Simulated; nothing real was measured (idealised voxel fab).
Proc. module: voxel wiring stack
Each square cell in cross-section cut measures 5 nm, and the section as a whole is 280 nm wide.
Cross-section layout: square cells on a grid; listed as bands, top to bottom; a band spans one or more cell rows.
Band: top and bottom heights (nm) first, top before bottom; then materials from left to right, widths in nm. "edge to edge" marks a sole material filling the band edge to edge. "empty" denotes empty space.
Ref level 0: as-received wafer is one material below here. Bottom band extends down with no lower bound ("z 0 and below").
It should be noted that a width expressed as "30..40" varies in equal increments from row to row of cells within the band, taking the value of the first number at the top row and that of the second number at the bottom row.
Given "stayed the same" for a step, no cell of the cross-section differs between before and after that step.
Voids not open to the top, 8 cells minimum: see "Catalogued sealed voids". Written width x height at distance; distance is from the left edge; nm.
Where a step's line continues beyond its settings, the continuation is a remark by the simulator itself on that step.
For masked steps, "overlay nm" on the step line gives how far right of plan the mask actually lay; a minus sign means it lay to the left.

**Planned step list for the process**
1. RECEIVE: material Si
2. CONFORMAL_DEP: material SiO2, thk nm 10
3. DIRECTIONAL_DEP: material TiN, thk nm 5
4. DIRECTIONAL_DEP: material W, thk nm 15
5. PATTERN: tone cover, mask id METAL_1, material resist, width nm 30, pitch nm 55, thk nm 15, overlay nm 0
6. DIRECTIONAL_ETCH: etch materials W, depth nm 15
7. DIRECTIONAL_ETCH: etch materials TiN, depth nm 5
8. STRIP: etch materials resist
9. FILL_DEP: material SiO2, thk nm 10
10. CMP: height nm 30
11. CONFORMAL_DEP: material SiCN, thk nm 5
12. DIRECTIONAL_DEP: material lowk, thk nm 20
13. PATTERN: tone open, mask id PLUG_1, material resist, width nm 15, pitch nm 55, thk nm 15, overlay nm 0
14. DIRECTIONAL_ETCH: etch materials lowk, depth nm 20
15. DIRECTIONAL_ETCH: etch materials SiCN, depth nm 5
16. STRIP: etch materials resist
17. CONFORMAL_DEP: material TiN, thk nm 5
18. FILL_DEP: material Ru, thk nm 5
19. CMP: height nm 55
20. DIRECTIONAL_DEP: material TiN, thk nm 5
21. DIRECTIONAL_DEP: material Ru, thk nm 15
22. PATTERN: tone cover, mask id METAL_2, material resist, width nm 30, pitch nm 55, thk nm 20, overlay nm 0
23. DIRECTIONAL_ETCH: etch materials Ru, depth nm 15
24. DIRECTIONAL_ETCH: etch materials TiN, depth nm 5
25. STRIP: etch materials resist
26. CONFORMAL_DEP: material SiCN, thk nm 5
27. FILL_DEP: material SiO2, thk nm 5
28. CMP: height nm 75
29. CONFORMAL_DEP: material SiN, thk nm 5

**Cross-section, incoming material, after step 1**
  z 0 and below = Si edge to edge
  Catalogued sealed voids: none

**The plan above was carried out on the starting structure above with one mistake, and this cross-section shows the wafer at the end of the module**
  z 80 to 75 = SiN edge to edge
  z 75 to 60 = SiO2 90 nm; SiCN 5 nm; Ru 30 nm; SiCN 5 nm; SiO2 15 nm; SiCN 5 nm; Ru 30 nm; SiCN 5 nm; SiO2 95 nm
  z 60 to 50 = SiCN 95 nm; TiN 30..15 nm; SiCN 25..40 nm; TiN 30..15 nm; SiCN 100..115 nm
  z 50 to 30 = lowk edge to edge
  z 30 to 15 = SiO2 95 nm; W 30 nm; SiO2 25 nm; W 30 nm; SiO2 100 nm
  z 15 to 10 = SiO2 95 nm; TiN 30 nm; SiO2 25 nm; TiN 30 nm; SiO2 100 nm
  z 10 to 0 = SiO2 edge to edge
  z 0 and below = Si edge to edge
  Catalogued sealed voids: none
Error vs. plan: steps 11 and 12 swapped
